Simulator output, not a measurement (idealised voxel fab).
Process module heading - voxel self aligned contacts
Pictured: cross-section cut, 185 nm wide, on a grid of 5 nm square cells.
A cross-section is written here as square cells arranged in a grid, and it is given in bands from the top down, each band taking up one or more rows of cells. Per band: top height and bottom height in nm, followed by the left-to-right materials and their widths in nm; "throughout" marks a single material spanning edge to edge, "empty" marks empty space. Height datum 0, below which the as-received substrate wafer is one material. Lowest band open at the bottom, running downward: "0 and below". The width entry "30->40" should be interpreted row by row: the top row of cells in the band takes the first number, the bottom row takes the second number, and the change between adjacent rows is uniform throughout. For the purposes of this document, the phrase "nothing was modified" attached to a step denotes that no cell within the cross-section was modified by that step. This entry, "Enclosed void inventory", enumerates those empty regions of no fewer than 8 cells that possess no open connection to the top. Each region is reported in the form width x height at distance, the distance being taken from the left edge, with all three quantities expressed in nm. Past the settings on a step's line: simulator remark, on that step. overlay nm: on a step with a mask, how far right of its planned place the mask lay; negative means left.

Plan
1. RECEIVE | material Si
2. CONFORMAL_DEP | material SiO2 | thk nm 5
3. DIRECTIONAL_DEP | material polySi | thk nm 20
4. DIRECTIONAL_DEP | material SiN | thk nm 15
5. DIRECTIONAL_DEP | material aC | thk nm 10
6. PATTERN | tone cover | mask id GATE | material resist | width nm 30 | pitch nm 65 | thk nm 30 | overlay nm 0
7. DIRECTIONAL_ETCH | etch materials aC | depth nm 10
8. STRIP | etch materials resist
9. DIRECTIONAL_ETCH | etch materials SiN | depth nm 15
10. DIRECTIONAL_ETCH | etch materials polySi | depth nm 20
11. STRIP | etch materials aC
12. CONFORMAL_DEP | material SiN | thk nm 5
13. DIRECTIONAL_ETCH | etch materials SiN | depth nm 5
14. FILL_DEP | material SiO2 | thk nm 15
15. CMP | height nm 45
16. DIRECTIONAL_DEP | material aC | thk nm 15
17. PATTERN | tone open | mask id CONTACT | material resist | width nm 45 | thk nm 30 | overlay nm 0
18. DIRECTIONAL_ETCH | etch materials aC | depth nm 15
19. STRIP | etch materials resist
20. DIRECTIONAL_ETCH | etch materials SiO2 | depth nm 45
21. STRIP | etch materials aC
22. CONFORMAL_DEP | material TiN | thk nm 5
23. FILL_DEP | material W | thk nm 10
24. CMP | height nm 45
25. CONFORMAL_DEP | material SiCN | thk nm 5

Wafer as received: cross-section following step 1
- 0 and below  Si throughout
- Enclosed void inventory: none

End-of-module cross-section of the first of two wafers, processed as planned
- 50 down to 45  SiCN throughout
- 45 down to 40  SiO2 70 / TiN 15 / W 15 / TiN 15 / SiO2 70
- 40 down to 25  SiO2 40 / SiN 40 / TiN 5 / W 15 / TiN 5 / SiN 40 / SiO2 40
- 25 down to 5  SiO2 40 / SiN 5 / polySi 30 / SiN 5 / TiN 5 / W 15 / TiN 5 / SiN 5 / polySi 30 / SiN 5 / SiO2 40
- 5 down to 0  SiO2 80 / TiN 25 / SiO2 80
- 0 and below  Si throughout
- Enclosed void inventory: none

Here is the second of the two wafers cut open at the end of the module - same start, same plan as the first one, but we made one mistake running it
- 50 down to 45  SiCN throughout
- 45 down to 40  SiO2 40 / SiN 40 / TiN 25 / SiN 40 / SiO2 40
- 40 down to 25  SiN throughout
- 25 down to 5  polySi throughout
- 5 down to 0  SiO2 throughout
- 0 and below  Si throughout
- Enclosed void inventory: none
In executing the process, a mistake was made relative to the plan: it should be noted that step 4 of the plan was executed twice
Wafer comparison, final, in cells, second relative to first, materials more or fewer: SiN +63 | SiO2 -119 | TiN -20 | W -24 | polySi +100
